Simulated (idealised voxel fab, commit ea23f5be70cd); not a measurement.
The document below concerns the process module designated voxel lift off.
260 nm wide, 5 nm square cells: that's cross-section cut.
Bands, listed from the top down, are how a cross-section gets written in this document; the cross-section itself is a grid of square cells, and a band is one or more rows of them.
Band: top and bottom heights (nm) first, top before bottom; then materials from left to right, widths in nm. "everywhere" marks a sole material filling the band edge to edge. "blank" denotes empty space.
Where do heights start? At 0: under that level the wafer as delivered is made of one material only. And the lowest band has no floor; it just carries on downward, as in "0 nm and below".
So if you see something like "30 to 40" for the width, read it as the top row of the band sitting at the first number and the bottom row at the second, with every row in between moving by the same amount as the last.
Given "no alteration" for a step, no cell of the cross-section differs between before and after that step.
"Closed voids list" lists enclosed empty spaces (at least 8 cells, no open path upward to the top), each as width x height at distance from the left edge, in nm.
Note: text after step settings on the step line = simulator remark on that step.
Among the settings permitted on a step's line is "overlay nm"; applied to a step with a mask, it specifies the extent to which the mask lay to the right of its planned position, whereas a negative figure signifies a position to the left.
**Listed below are the process steps as planned**
| 1 | op RECEIVE | material Si |
| 2 | op CONFORMAL_DEP | material SiO2 | thk nm 5 |
| 3 | op PATTERN | tone open | mask id LINES | material resist | width nm 25 | pitch nm 45 | thk nm 20 | overlay nm 0 |
| 4 | op DIRECTIONAL_DEP | material Ru | thk nm 10 |
| 5 | op STRIP | etch materials resist |
| 6 | op CONFORMAL_DEP | material SiCN | thk nm 10 |
**First out of two wafers; run went to plan**
**Wafer as received: cross-section following step 1**
> 0 nm and below | Si everywhere
> Closed voids list: none
**The following cross-section depicts the wafer upon completion of step 2**
> 5 nm to 0 nm | SiO2 everywhere
> Everything below 0 is unchanged.
**The following cross-section depicts the wafer upon completion of step 3**
> 25 nm to 5 nm | 70 of resist  25 of blank  20 of resist  25 of blank  20 of resist  25 of blank  75 of resist
> Everything below 5 is unchanged.
**The following cross-section depicts the wafer upon completion of step 4**
> 35 nm to 25 nm | 70 of Ru  25 of blank  20 of Ru  25 of blank  20 of Ru  25 of blank  75 of Ru
> 25 nm to 15 nm | 70 of resist  25 of blank  20 of resist  25 of blank  20 of resist  25 of blank  75 of resist
> 15 nm to 5 nm | 70 of resist  25 of Ru  20 of resist  25 of Ru  20 of resist  25 of Ru  75 of resist
> Everything below 5 is unchanged.
**The following cross-section depicts the wafer upon completion of step 5**
> 15 nm to 5 nm | 70 of blank  25 of Ru  20 of blank  25 of Ru  20 of blank  25 of Ru  75 of blank
> Everything below 5 is unchanged.
**The following cross-section depicts the wafer upon completion of step 6**
> 25 nm to 15 nm | 60 of blank  135 of SiCN  65 of blank
> 15 nm to 5 nm | 70 of SiCN  25 of Ru  20 of SiCN  25 of Ru  20 of SiCN  25 of Ru  75 of SiCN
> Everything below 5 is unchanged.
**What follows concerns the second wafer, which started out like the first and was meant to follow the very same plan; one mistake crept in when it was run, but everything up to and including step 4 is the same as for the first wafer**
**Cross-section of the second wafer corresponding to the planned conclusion of step 5**
> 15 nm to 5 nm | 70 of blank  25 of Ru  20 of blank  25 of Ru  20 of blank  25 of Ru  75 of blank
> Everything below 5 is unchanged.
**Cross-section of the second wafer corresponding to the planned conclusion of step 6**
> 25 nm to 15 nm | 60 of blank  135 of SiCN  65 of blank
> 15 nm to 5 nm | 70 of SiCN  25 of Ru  20 of SiCN  25 of Ru  20 of SiCN  25 of Ru  75 of SiCN
> Everything below 5 is unchanged.
What was done differently from what was planned? step 5 of the plan was executed twice over
The two wafers wind up with the same cross-section at the end, so whatever this model computes is the same despite the mistake.
